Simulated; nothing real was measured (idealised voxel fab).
Module name: voxel tone inversion (process module)
The cross-section on display is named cut; it measures 210 nm wide, and its cells are 5 nm squares.
Cross-section layout: square cells on a grid; listed as bands, top to bottom; a band spans one or more cell rows. This entry defines a band. It first specifies the height of the band's top and the height of its bottom in nm, and then specifies the band's materials from left to right, stating each material with its width in nm. The word "throughout" identifies a single material that fills the band from edge to edge, while the word "blank" identifies empty space. Below 0: as-received wafer, all one material; heights counted from there. Lowest band: no bottom, goes on down, written "0 nm and below". A width such as "30->40" changes by the same amount from each row of cells to the next, from the band's top row to its bottom row. "nothing was modified" (step): cross-section cells unchanged, all of them. This entry, "Cavities, closed", enumerates those empty regions of no fewer than 8 cells that possess no open connection to the top. Each region is reported in the form width x height at distance, the distance being taken from the left edge, with all three quantities expressed in nm. Whatever follows a step's settings on its line is a remark the simulator itself makes about that step. The optional step-line setting "overlay nm" applies to steps with a mask and quantifies how far to the right of its planned location the mask lay, a negative value indicating leftward placement.
LIST OF PLANNED PROCESS STEPS
| 1 | RECEIVE with material Si |
| 2 | CONFORMAL_DEP with material SiCN, thk nm 5 |
| 3 | DIRECTIONAL_DEP with material aC, thk nm 20 |
| 4 | PATTERN with tone cover, mask id POSTS, material resist, width nm 15, pitch nm 45, thk nm 30, overlay nm 0 |
| 5 | DIRECTIONAL_ETCH with etch materials aC, depth nm 20 |
| 6 | STRIP with etch materials resist |
| 7 | FILL_DEP with material SiO2, thk nm 5 |
| 8 | CMP with height nm 25 |
| 9 | STRIP with etch materials aC |
AS RECEIVED, AFTER STEP 1
- 0 nm and below = Si throughout
- Cavities, closed: none
POST-MODULE CROSS-SECTION OF THE FIRST OF TWO WAFERS (RUN PER PLAN)
- 25 nm to 5 nm = SiO2 75 | blank 15 | SiO2 30 | blank 15 | SiO2 75
- 5 nm to 0 nm = SiCN throughout
- 0 nm and below = Si throughout
- Cavities, closed: none
CROSS-SECTION, WAFER TWO OF TWO, END OF MODULE: SAME START AND PLAN AS WAFER ONE, ONE ERROR IN EXECUTION
- 25 nm to 5 nm = SiO2 75 | blank 20 | SiO2 25 | blank 20 | SiO2 70
- 5 nm to 0 nm = SiCN throughout
- 0 nm and below = Si throughout
- Cavities, closed: none
The plan and the run diverged here: step 4 was run on a setting that differed from the plan, and what really ran there is PATTERN with tone cover, mask id POSTS, material resist, width nm 20, pitch nm 45, thk nm 30, overlay nm 0
Count the cells at the end and the second wafer has more or fewer of some materials than the first: SiO2 -8
